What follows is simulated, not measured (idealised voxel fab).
A process module follows: voxel plated lines.
Square cells of 5 nm make up the cross-section cut, whose width is 210 nm.
A cross-section is written here as square cells arranged in a grid, and it is given in bands from the top down, each band taking up one or more rows of cells. Per band: top height and bottom height in nm, followed by the left-to-right materials and their widths in nm; "everywhere" marks a single material spanning edge to edge, "air" marks empty space. Heads up on the height convention: 0 is the point under which the incoming wafer is all one material, and the lowest band has no bottom, it just keeps going down, like "top 0, no bottom". Read "30..40" as a graded width: first number on top, second number at the bottom, same change between each pair of neighbouring rows. "remained unchanged" means the step left every cell of the cross-section as it was. What "Sealed void list" gives you is every empty space of 8 cells or more that is cut off from the top. Each appears as width x height at distance, with the distance taken from the left edge and width, height and distance all in nm. If you see something after the settings on a step's line, that's the simulator's own remark about that step. A step line may carry the setting "overlay nm", which, for steps involving a mask, states the distance by which the mask lay to the right of its intended position; negative values denote displacement to the left.
Steps in the process plan:
1: RECEIVE with material Si
2: CONFORMAL_DEP with material Al2O3, thk nm 10
3: DIRECTIONAL_DEP with material TiN, thk nm 5
4: PATTERN with tone open, mask id LINES, material resist, width nm 25, pitch nm 40, thk nm 40, overlay nm 0
5: EPI with material Ru, thk nm 10
6: EPI with material Ru, thk nm 10
7: EPI with material Ru, thk nm 10
8: STRIP with etch materials resist
9: DIRECTIONAL_ETCH with etch materials TiN, depth nm 5
10: CONFORMAL_DEP with material SiN, thk nm 10
As-received state of the wafer in cross-section, equivalent to post-step 1:
	top 0, no bottom = Si everywhere
	Sealed void list: none
First wafer of two, sectioned at end of module; run went per plan:
	top 55, bottom 45 = 60 of air, then 85 of SiN, then 65 of air
	top 45, bottom 20 = 60 of air, then 10 of SiN, then 25 of Ru, then 15 of SiN, then 25 of Ru, then 10 of SiN, then 65 of air
	top 20, bottom 15 = 70 of SiN, then 25 of Ru, then 15 of SiN, then 25 of Ru, then 75 of SiN
	top 15, bottom 10 = 70 of SiN, then 25 of TiN, then 15 of SiN, then 25 of TiN, then 75 of SiN
	top 10, bottom 0 = Al2O3 everywhere
	top 0, no bottom = Si everywhere
	Sealed void list: none
Second wafer cross-section at end of module - shared start and plan with the first, one mistake in the run:
	top 60, bottom 50 = 60 of air, then 85 of SiN, then 65 of air
	top 50, bottom 25 = 60 of air, then 10 of SiN, then 25 of Ru, then 15 of SiN, then 25 of Ru, then 10 of SiN, then 65 of air
	top 25, bottom 20 = 70 of SiN, then 25 of Ru, then 15 of SiN, then 25 of Ru, then 75 of SiN
	top 20, bottom 15 = 70 of SiN, then 25 of TiN, then 15 of SiN, then 25 of TiN, then 75 of SiN
	top 15, bottom 0 = Al2O3 everywhere
	top 0, no bottom = Si everywhere
	Sealed void list: none
Deviation from plan: for step 2, the planned setting was not used; the step was instead run as CONFORMAL_DEP with material Al2O3, thk nm 15
Materials where the second wafer ends with more or fewer cells than the first: +42 Al2O3
